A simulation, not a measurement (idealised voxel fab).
process module | voxel plated lines
cross-section cut | 235 nm wide | cells 5 nm
A cross-section is a grid of square cells, given in bands from the top down. A band is one or more rows of cells.
Each band's line starts with the height of the band's top and of its bottom, in nm. Then come its materials from left to right, each with its width in nm. One material with "throughout" fills the band from edge to edge. "air" is empty space.
Height 0 is the level under which the wafer as received is all one material. The lowest band goes on downwards, as in "0 down".
A width such as "30 to 40" changes by the same amount from each row of cells to the next, from the band's top row to its bottom row.
"no change" after a step means that no cell of the cross-section changed.
closed voids: empty space of 8 cells or more with no open way to the top, each as width x height at its distance from the left edge, in nm
after a step's settings: what the simulator itself notes on the step
overlay nm, on a step with a mask: how far to the right of its planned place the mask lay; to the left if negative
plan
1 op RECEIVE | material Si
2 op CONFORMAL_DEP | material Al2O3 | thk nm 5
3 op DIRECTIONAL_DEP | material TiN | thk nm 5
4 op PATTERN | tone open | mask id LINES | material resist | width nm 25 | pitch nm 55 | thk nm 30 | overlay nm 0
5 op EPI | material Ru | thk nm 5
6 op EPI | material Ru | thk nm 5
7 op STRIP | etch materials resist
8 op DIRECTIONAL_ETCH | etch materials TiN | depth nm 5
9 op CONFORMAL_DEP | material SiN | thk nm 10
as received, after step 1
  0 down: Si throughout
  closed voids: none
first wafer at the end, as planned
  30 to 20: air 10 | SiN 45 | air 10 | SiN 45 | air 10 | SiN 45 | air 10 | SiN 45 | air 15
  20 to 15: air 10 | SiN 10 | Ru 25 | SiN 10 | air 10 | SiN 10 | Ru 25 | SiN 10 | air 10 | SiN 10 | Ru 25 | SiN 10 | air 10 | SiN 10 | Ru 25 | SiN 10 | air 15
  15 to 10: SiN 20 | Ru 25 | SiN 30 | Ru 25 | SiN 30 | Ru 25 | SiN 30 | Ru 25 | SiN 25
  10 to 5: SiN 20 | TiN 25 | SiN 30 | TiN 25 | SiN 30 | TiN 25 | SiN 30 | TiN 25 | SiN 25
  5 to 0: Al2O3 throughout
  0 down: Si throughout
  closed voids: none
second wafer at the end: like start, like plan, one mistake
  30 to 20: air 5 | SiN 45 | air 10 | SiN 45 | air 10 | SiN 45 | air 10 | SiN 45 | air 20
  20 to 15: air 5 | SiN 10 | Ru 25 | SiN 10 | air 10 | SiN 10 | Ru 25 | SiN 10 | air 10 | SiN 10 | Ru 25 | SiN 10 | air 10 | SiN 10 | Ru 25 | SiN 10 | air 20
  15 to 10: SiN 15 | Ru 25 | SiN 30 | Ru 25 | SiN 30 | Ru 25 | SiN 30 | Ru 25 | SiN 30
  10 to 5: SiN 15 | TiN 25 | SiN 30 | TiN 25 | SiN 30 | TiN 25 | SiN 30 | TiN 25 | SiN 30
  5 to 0: Al2O3 throughout
  0 down: Si throughout
  closed voids: none
what went wrong: step 4 ran as: op PATTERN | tone open | mask id LINES | material resist | width nm 25 | pitch nm 55 | thk nm 30 | overlay nm -5
at the end the second wafer has, in cells: as many of each material as the first, in other places
